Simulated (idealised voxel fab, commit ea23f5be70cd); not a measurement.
process module | voxel self aligned vias
cross-section cut | 205 nm wide | cells 5 nm
A cross-section is a grid of square cells, given in bands from the top down. A band is one or more rows of cells.
Each band's line starts with the height of the band's top and of its bottom, in nm. Then come its materials from left to right, each with its width in nm. One material with "throughout" fills the band from edge to edge. "air" is empty space.
Height 0 is the level under which the wafer as received is all one material. The lowest band goes on downwards, as in "0 down".
A width such as "30 to 40" changes by the same amount from each row of cells to the next, from the band's top row to its bottom row.
"no change" after a step means that no cell of the cross-section changed.
closed voids: empty space of 8 cells or more with no open way to the top, each as width x height at its distance from the left edge, in nm
after a step's settings: what the simulator itself notes on the step
overlay nm, on a step with a mask: how far to the right of its planned place the mask lay; to the left if negative
plan
1 op RECEIVE | material Si
2 op CONFORMAL_DEP | material SiO2 | thk nm 15
3 op CONFORMAL_DEP | material SiCN | thk nm 5
4 op DIRECTIONAL_DEP | material SiO2 | thk nm 20
5 op PATTERN | tone open | mask id LINES | material resist | width nm 25 | pitch nm 60 | thk nm 20 | overlay nm 0
6 op DIRECTIONAL_ETCH | etch materials SiO2 | depth nm 20
7 op STRIP | etch materials resist
8 op CONFORMAL_DEP | material TiN | thk nm 5
9 op FILL_DEP | material Ru | thk nm 5
10 op CMP | height nm 40
11 op SELECTIVE_ETCH | etch materials W Ru TiN | depth nm 5
12 op FILL_DEP | material SiN | thk nm 5
13 op CMP | height nm 40
14 op DIRECTIONAL_DEP | material SiO2 | thk nm 15
15 op MASKED_ETCH | tone open | mask id VIAS | width nm 45 | pitch nm 60 | etch materials SiO2 | depth nm 15 | overlay nm 0
16 op MASKED_ETCH | tone open | mask id VIAS | width nm 45 | pitch nm 60 | etch materials SiN | depth nm 5 | overlay nm 0
17 op CONFORMAL_DEP | material TiN | thk nm 5
18 op FILL_DEP | material W | thk nm 5
19 op CMP | height nm 55
20 op CONFORMAL_DEP | material SiN | thk nm 5
first wafer, as planned
as received, after step 1
  0 down: Si throughout
  closed voids: none
after step 2
  15 to 0: SiO2 throughout
  below 0: unchanged
after step 3
  20 to 15: SiCN throughout
  below 15: unchanged
after step 4
  40 to 20: SiO2 throughout
  below 20: unchanged
after step 5
  60 to 40: resist 30 | air 25 | resist 35 | air 25 | resist 35 | air 25 | resist 30
  below 40: unchanged
after step 6
  60 to 40: resist 30 | air 25 | resist 35 | air 25 | resist 35 | air 25 | resist 30
  40 to 20: SiO2 30 | air 25 | SiO2 35 | air 25 | SiO2 35 | air 25 | SiO2 30
  below 20: unchanged
after step 7
  40 to 20: SiO2 30 | air 25 | SiO2 35 | air 25 | SiO2 35 | air 25 | SiO2 30
  below 20: unchanged
after step 8
  45 to 40: TiN 35 | air 15 | TiN 45 | air 15 | TiN 45 | air 15 | TiN 35
  40 to 25: SiO2 30 | TiN 5 | air 15 | TiN 5 | SiO2 35 | TiN 5 | air 15 | TiN 5 | SiO2 35 | TiN 5 | air 15 | TiN 5 | SiO2 30
  25 to 20: SiO2 30 | TiN 25 | SiO2 35 | TiN 25 | SiO2 35 | TiN 25 | SiO2 30
  below 20: unchanged
after step 9
  50 to 45: Ru throughout
  45 to 40: TiN 35 | Ru 15 | TiN 45 | Ru 15 | TiN 45 | Ru 15 | TiN 35
  40 to 25: SiO2 30 | TiN 5 | Ru 15 | TiN 5 | SiO2 35 | TiN 5 | Ru 15 | TiN 5 | SiO2 35 | TiN 5 | Ru 15 | TiN 5 | SiO2 30
  below 25: unchanged
after step 10
  40 to 25: SiO2 30 | TiN 5 | Ru 15 | TiN 5 | SiO2 35 | TiN 5 | Ru 15 | TiN 5 | SiO2 35 | TiN 5 | Ru 15 | TiN 5 | SiO2 30
  below 25: unchanged
after step 11
  40 to 35: SiO2 30 | air 25 | SiO2 35 | air 25 | SiO2 35 | air 25 | SiO2 30
  below 35: unchanged
after step 12
  45 to 40: SiN throughout
  40 to 35: SiO2 30 | SiN 25 | SiO2 35 | SiN 25 | SiO2 35 | SiN 25 | SiO2 30
  below 35: unchanged
after step 13
  40 to 35: SiO2 30 | SiN 25 | SiO2 35 | SiN 25 | SiO2 35 | SiN 25 | SiO2 30
  below 35: unchanged
after step 14
  55 to 40: SiO2 throughout
  below 40: unchanged
after step 15
  55 to 40: SiO2 20 | air 45 | SiO2 15 | air 45 | SiO2 15 | air 45 | SiO2 20
  below 40: unchanged
after step 16
  55 to 40: SiO2 20 | air 45 | SiO2 15 | air 45 | SiO2 15 | air 45 | SiO2 20
  40 to 35: SiO2 30 | air 25 | SiO2 35 | air 25 | SiO2 35 | air 25 | SiO2 30
  below 35: unchanged
after step 17
  60 to 55: TiN 25 | air 35 | TiN 25 | air 35 | TiN 25 | air 35 | TiN 25
  55 to 45: SiO2 20 | TiN 5 | air 35 | TiN 5 | SiO2 15 | TiN 5 | air 35 | TiN 5 | SiO2 15 | TiN 5 | air 35 | TiN 5 | SiO2 20
  45 to 40: SiO2 20 | TiN 15 | air 15 | TiN 15 | SiO2 15 | TiN 15 | air 15 | TiN 15 | SiO2 15 | TiN 15 | air 15 | TiN 15 | SiO2 20
  40 to 35: SiO2 30 | TiN 25 | SiO2 35 | TiN 25 | SiO2 35 | TiN 25 | SiO2 30
  below 35: unchanged
after step 18
  65 to 60: W throughout
  60 to 55: TiN 25 | W 35 | TiN 25 | W 35 | TiN 25 | W 35 | TiN 25
  55 to 45: SiO2 20 | TiN 5 | W 35 | TiN 5 | SiO2 15 | TiN 5 | W 35 | TiN 5 | SiO2 15 | TiN 5 | W 35 | TiN 5 | SiO2 20
  45 to 40: SiO2 20 | TiN 15 | W 15 | TiN 15 | SiO2 15 | TiN 15 | W 15 | TiN 15 | SiO2 15 | TiN 15 | W 15 | TiN 15 | SiO2 20
  below 40: unchanged
after step 19
  55 to 45: SiO2 20 | TiN 5 | W 35 | TiN 5 | SiO2 15 | TiN 5 | W 35 | TiN 5 | SiO2 15 | TiN 5 | W 35 | TiN 5 | SiO2 20
  below 45: unchanged
after step 20
  60 to 55: SiN throughout
  below 55: unchanged
second wafer: like start, like plan, one mistake. Through step 14 it matches the first wafer
when step 15 should have ended
  55 to 40: SiO2 20 | air 45 | SiO2 15 | air 45 | SiO2 15 | air 45 | SiO2 20
  40 to 35: SiO2 20 | air 10 | SiN 25 | air 10 | SiO2 15 | air 10 | SiN 25 | air 10 | SiO2 15 | air 10 | SiN 25 | air 10 | SiO2 20
  35 to 30: SiO2 20 | air 10 | TiN 5 | Ru 15 | TiN 5 | air 10 | SiO2 15 | air 10 | TiN 5 | Ru 15 | TiN 5 | air 10 | SiO2 15 | air 10 | TiN 5 | Ru 15 | TiN 5 | air 10 | SiO2 20
  below 30: unchanged
when step 16 should have ended
  55 to 35: SiO2 20 | air 45 | SiO2 15 | air 45 | SiO2 15 | air 45 | SiO2 20
  below 35: unchanged
when step 17 should have ended
  60 to 55: TiN 25 | air 35 | TiN 25 | air 35 | TiN 25 | air 35 | TiN 25
  55 to 40: SiO2 20 | TiN 5 | air 35 | TiN 5 | SiO2 15 | TiN 5 | air 35 | TiN 5 | SiO2 15 | TiN 5 | air 35 | TiN 5 | SiO2 20
  40 to 35: SiO2 20 | TiN 45 | SiO2 15 | TiN 45 | SiO2 15 | TiN 45 | SiO2 20
  35 to 25: SiO2 20 to 30 | TiN 15 to 5 | Ru 15 | TiN 15 to 5 | SiO2 15 to 35 | TiN 15 to 5 | Ru 15 | TiN 15 to 5 | SiO2 15 to 35 | TiN 15 to 5 | Ru 15 | TiN 15 to 5 | SiO2 20 to 30
  below 25: unchanged
when step 18 should have ended
  65 to 60: W throughout
  60 to 55: TiN 25 | W 35 | TiN 25 | W 35 | TiN 25 | W 35 | TiN 25
  55 to 40: SiO2 20 | TiN 5 | W 35 | TiN 5 | SiO2 15 | TiN 5 | W 35 | TiN 5 | SiO2 15 | TiN 5 | W 35 | TiN 5 | SiO2 20
  below 40: unchanged
when step 19 should have ended
  55 to 40: SiO2 20 | TiN 5 | W 35 | TiN 5 | SiO2 15 | TiN 5 | W 35 | TiN 5 | SiO2 15 | TiN 5 | W 35 | TiN 5 | SiO2 20
  below 40: unchanged
when step 20 should have ended
  60 to 55: SiN throughout
  below 55: unchanged
what went wrong: step 15 ran as: op MASKED_ETCH | tone open | mask id VIAS | width nm 45 | pitch nm 60 | etch materials SiO2 | depth nm 25 | overlay nm 0
at the end the second wafer has, in cells: 24 fewer of SiO2 | 12 more of TiN | 12 more of W
